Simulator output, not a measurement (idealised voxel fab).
The process module that follows is named voxel self aligned contacts.
Xsec cut, 200 nm wide, square cell size 5 nm.
This document writes a cross-section as a grid whose cells are square, and gives it as bands, listed from the top down; one or more rows of cells form a band. In this notation a band is specified by the heights of its top and bottom, in that order and in nm, after which its materials appear from left to right, each paired with its width in nm. The word "all across" attached to a single material means that material fills the band from edge to edge; the word "air" stands for empty space. Heights are reckoned from 0. Under this level, the received wafer is all of one material. The bottommost band is open-ended downward, for example "0 nm and below". So if you see something like "30 to 40" for the width, read it as the top row of the band sitting at the first number and the bottom row at the second, with every row in between moving by the same amount as the last. Step note "all unchanged" = no cross-section cell changed. You'll see "Fully sealed cavities" listing empty spaces that have no way open to the top, as long as they're 8 cells or more; the notation is width x height at distance, where the distance is from the left edge, and all of it is in nm. Post-settings text on a step line: simulator's own remark regarding the step. overlay nm, on a step with a mask: how far to the right of its planned place the mask lay; to the left if negative.

## Below is the list of planned process steps
1) RECEIVE, material Si
2) OXIDIZE, depth nm 5
3) DIRECTIONAL_DEP, material polySi, thk nm 20
4) DIRECTIONAL_DEP, material SiN, thk nm 25
5) DIRECTIONAL_DEP, material aC, thk nm 10
6) PATTERN, tone cover, mask id GATE, material resist, width nm 30, pitch nm 65, thk nm 30, overlay nm 0
7) DIRECTIONAL_ETCH, etch materials aC, depth nm 10
8) STRIP, etch materials resist
9) DIRECTIONAL_ETCH, etch materials SiN, depth nm 25
10) DIRECTIONAL_ETCH, etch materials polySi, depth nm 20
11) STRIP, etch materials aC
12) CONFORMAL_DEP, material SiN, thk nm 10
13) DIRECTIONAL_ETCH, etch materials SiN, depth nm 10
14) FILL_DEP, material SiO2, thk nm 20
15) CMP, height nm 55
16) MASKED_ETCH, tone open, mask id CONTACT, width nm 45, pitch nm 65, etch materials SiO2, depth nm 60, overlay nm 0
17) CONFORMAL_DEP, material TiN, thk nm 5
18) FILL_DEP, material Ru, thk nm 10
19) CMP, height nm 55
20) CONFORMAL_DEP, material SiN, thk nm 5

## Wafer cross-section on receipt, i.e. after step 1
0 nm and below | Si all across
Fully sealed cavities: none

## Cross-sectional view of the first of the two wafers upon completion of the module, processed in accordance with the plan
60 nm to 55 nm | SiN all across
55 nm to 45 nm | SiO2 45 nm  TiN 5 to 20 nm  Ru 35 to 5 nm  TiN 5 to 20 nm  SiO2 20 nm  TiN 5 to 20 nm  Ru 35 to 5 nm  TiN 5 to 20 nm  SiO2 45 nm
45 nm to 20 nm | SiO2 10 nm  SiN 50 nm  TiN 5 nm  Ru 5 nm  TiN 5 nm  SiN 50 nm  TiN 5 nm  Ru 5 nm  TiN 5 nm  SiN 50 nm  SiO2 10 nm
20 nm to 0 nm | SiO2 10 nm  SiN 10 nm  polySi 30 nm  SiN 10 nm  TiN 5 nm  Ru 5 nm  TiN 5 nm  SiN 10 nm  polySi 30 nm  SiN 10 nm  TiN 5 nm  Ru 5 nm  TiN 5 nm  SiN 10 nm  polySi 30 nm  SiN 10 nm  SiO2 10 nm
0 nm to -5 nm | SiO2 60 nm  TiN 15 nm  SiO2 50 nm  TiN 15 nm  SiO2 60 nm
-5 nm and below | Si all across
Fully sealed cavities: none

## Same start, same plan as the first wafer - but one mistake in the run. Cross-section of the second of the two at the end of the module
60 nm to 55 nm | SiN all across
55 nm to 45 nm | SiO2 40 nm  TiN 5 to 25 nm  Ru 35 to 5 nm  TiN 5 to 15 nm  SiO2 20 nm  TiN 5 to 25 nm  Ru 35 to 5 nm  TiN 5 to 15 nm  SiO2 50 nm
45 nm to 20 nm | SiO2 10 nm  SiN 50 nm  TiN 5 nm  Ru 5 nm  TiN 5 nm  SiN 50 nm  TiN 5 nm  Ru 5 nm  TiN 5 nm  SiN 50 nm  SiO2 10 nm
20 nm to 0 nm | SiO2 10 nm  SiN 10 nm  polySi 30 nm  SiN 10 nm  TiN 5 nm  Ru 5 nm  TiN 5 nm  SiN 10 nm  polySi 30 nm  SiN 10 nm  TiN 5 nm  Ru 5 nm  TiN 5 nm  SiN 10 nm  polySi 30 nm  SiN 10 nm  SiO2 10 nm
0 nm to -5 nm | SiO2 60 nm  TiN 15 nm  SiO2 50 nm  TiN 15 nm  SiO2 60 nm
-5 nm and below | Si all across
Fully sealed cavities: none
What went wrong in running the wafer? step 16 did not use the planned setting and instead ran as MASKED_ETCH, tone open, mask id CONTACT, width nm 45, pitch nm 65, etch materials SiO2, depth nm 60, overlay nm -5
Same inventory, different map: at the end, the second wafer holds as many cells of each material as the first, placed elsewhere.
